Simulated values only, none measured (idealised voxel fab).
The following process module bears the name voxel wiring stack.
In the cross-section labelled cut, the width is 195 nm and each square cell is 5 nm.
Heads up, the way a cross-section reads in here is a grid of square cells, handed over as bands from the top down, with every band being one or more rows of cells.
The band entry comprises the height of the band's top followed by the height of its bottom, expressed in nm, and subsequently the band's materials from left to right, each stated together with its width in nm. Where a single material is marked with the word "edge to edge", that material fills the band from edge to edge. The word "air" represents empty space.
For the purposes of this specification, 0 denotes the height below which the wafer in its as-received condition is composed wholly of one material, and the lowermost band, lacking a lower limit, extends downward without end, as expressed in "from 0 down".
When a width is written as two numbers, as in "30->40", the first number is the width in the top row of cells of the band and the second is the width in its bottom row, and the width changes by the same amount from each row to the next.
Where a step carries "everything unchanged", the cross-section came out of it unchanged, cell for cell.
The label "Enclosed void catalog" introduces a list of the empty spaces, 8 cells or larger, that have no open way up to the top; each entry in it reads width x height at distance, where the distance is taken from the left edge and all three are stated in nm.
It should be noted that, on the line of a given step, the content following the step's settings is a remark produced by the simulator itself with respect to that step.
Among the settings permitted on a step's line is "overlay nm"; applied to a step with a mask, it specifies the extent to which the mask lay to the right of its planned position, whereas a negative figure signifies a position to the left.

HERE'S WHAT THE PLANNED PROCESS STEPS LOOK LIKE
1. RECEIVE | material Si
2. CONFORMAL_DEP | material SiO2 | thk nm 10
3. DIRECTIONAL_DEP | material TiN | thk nm 5
4. DIRECTIONAL_DEP | material W | thk nm 20
5. DIRECTIONAL_DEP | material aC | thk nm 10
6. PATTERN | tone cover | mask id METAL_1 | material resist | width nm 25 | pitch nm 50 | thk nm 25 | overlay nm 0
7. DIRECTIONAL_ETCH | etch materials aC | depth nm 10
8. STRIP | etch materials resist
9. DIRECTIONAL_ETCH | etch materials W | depth nm 20
10. DIRECTIONAL_ETCH | etch materials TiN | depth nm 5
11. STRIP | etch materials aC
12. FILL_DEP | material lowk | thk nm 5
13. CMP | height nm 35
14. CONFORMAL_DEP | material SiCN | thk nm 5
15. DIRECTIONAL_DEP | material lowk | thk nm 10
16. MASKED_ETCH | tone open | mask id PLUG_1 | width nm 15 | etch materials lowk | depth nm 10 | overlay nm 0
17. MASKED_ETCH | tone open | mask id PLUG_1 | width nm 15 | etch materials SiCN | depth nm 5 | overlay nm 0
18. CONFORMAL_DEP | material TiN | thk nm 5
19. FILL_DEP | material W | thk nm 5
20. CMP | height nm 40
21. DIRECTIONAL_DEP | material TiN | thk nm 5
22. DIRECTIONAL_DEP | material W | thk nm 20
23. PATTERN | tone cover | mask id METAL_2 | material resist | width nm 25 | pitch nm 50 | thk nm 15 | overlay nm 0
24. DIRECTIONAL_ETCH | etch materials W | depth nm 20
25. DIRECTIONAL_ETCH | etch materials TiN | depth nm 5
26. STRIP | etch materials resist
27. CONFORMAL_DEP | material SiCN | thk nm 5
28. FILL_DEP | material lowk | thk nm 10
29. CMP | height nm 75
30. CONFORMAL_DEP | material SiN | thk nm 5
varied across the wafers: height nm of step 20. The plan shows the first wafer's value. All wafers start alike

FIRST WAFER OF SEVERAL, AS RECEIVED: CROSS-SECTION AFTER STEP 1
from 0 down | Si edge to edge
Enclosed void catalog: none

AT THE END OF THE MODULE, AFTER ITS LAST STEP, STEP 30, THE FIRST OF SEVERAL WAFERS APPEARS IN CROSS-SECTION AS FOLLOWS
from 80 to 75 | SiN edge to edge
from 75 to 70 | lowk edge to edge
from 70 to 65 | 55 of lowk / 35 of SiCN / 15 of lowk / 35 of SiCN / 55 of lowk
from 65 to 45 | 55 of lowk / 5 of SiCN / 25 of W / 5 of SiCN / 15 of lowk / 5 of SiCN / 25 of W / 5 of SiCN / 55 of lowk
from 45 to 40 | 60 of SiCN / 25 of TiN / 25 of SiCN / 25 of TiN / 60 of SiCN
from 40 to 35 | 60 of SiCN / 15 of TiN / 120 of SiCN
from 35 to 15 | 60 of lowk / 25 of W / 25 of lowk / 25 of W / 60 of lowk
from 15 to 10 | 60 of lowk / 25 of TiN / 25 of lowk / 25 of TiN / 60 of lowk
from 10 to 0 | SiO2 edge to edge
from 0 down | Si edge to edge
Enclosed void catalog: none

FINAL WAFER CROSS-SECTION AT MODULE END
from 80 to 75 | SiN edge to edge
from 75 to 65 | 55 of lowk / 5 of SiCN / 25 of W / 5 of SiCN / 15 of lowk / 5 of SiCN / 25 of W / 5 of SiCN / 55 of lowk
from 65 to 60 | 60 of SiCN / 25 of TiN / 25 of SiCN / 25 of TiN / 60 of SiCN
from 60 to 55 | W edge to edge
from 55 to 50 | 65 of TiN / 5 of W / 125 of TiN
from 50 to 40 | 60 of lowk / 5 of TiN / 5 of W / 5 of TiN / 120 of lowk
from 40 to 35 | 60 of SiCN / 15 of TiN / 120 of SiCN
from 35 to 15 | 60 of lowk / 25 of W / 25 of lowk / 25 of W / 60 of lowk
from 15 to 10 | 60 of lowk / 25 of TiN / 25 of lowk / 25 of TiN / 60 of lowk
from 10 to 0 | SiO2 edge to edge
from 0 down | Si edge to edge
Enclosed void catalog: none

EACH ROW BELOW IS A WAFER AT THE END OF THE MODULE, LISTING FOR EVERY MATERIAL THE NUMBER OF CELLS IT HAS GAINED (+) OR LOST (-) SINCE IT WAS RECEIVED, FOLLOWED BY ITS CLOSED VOIDS
height nm 40 | +95 SiCN | +39 SiN | +78 SiO2 | +23 TiN | +80 W | +309 lowk | Enclosed void catalog: none
height nm 45 | +95 SiCN | +39 SiN | +78 SiO2 | +25 TiN | +81 W | +306 lowk | Enclosed void catalog: none
height nm 50 | +81 SiCN | +39 SiN | +78 SiO2 | +27 TiN | +82 W | +317 lowk | Enclosed void catalog: none
height nm 55 | +77 SiCN | +39 SiN | +78 SiO2 | +65 TiN | +73 W | +292 lowk | Enclosed void catalog: none
height nm 60 | +73 SiCN | +39 SiN | +78 SiO2 | +65 TiN | +102 W | +267 lowk | Enclosed void catalog: none
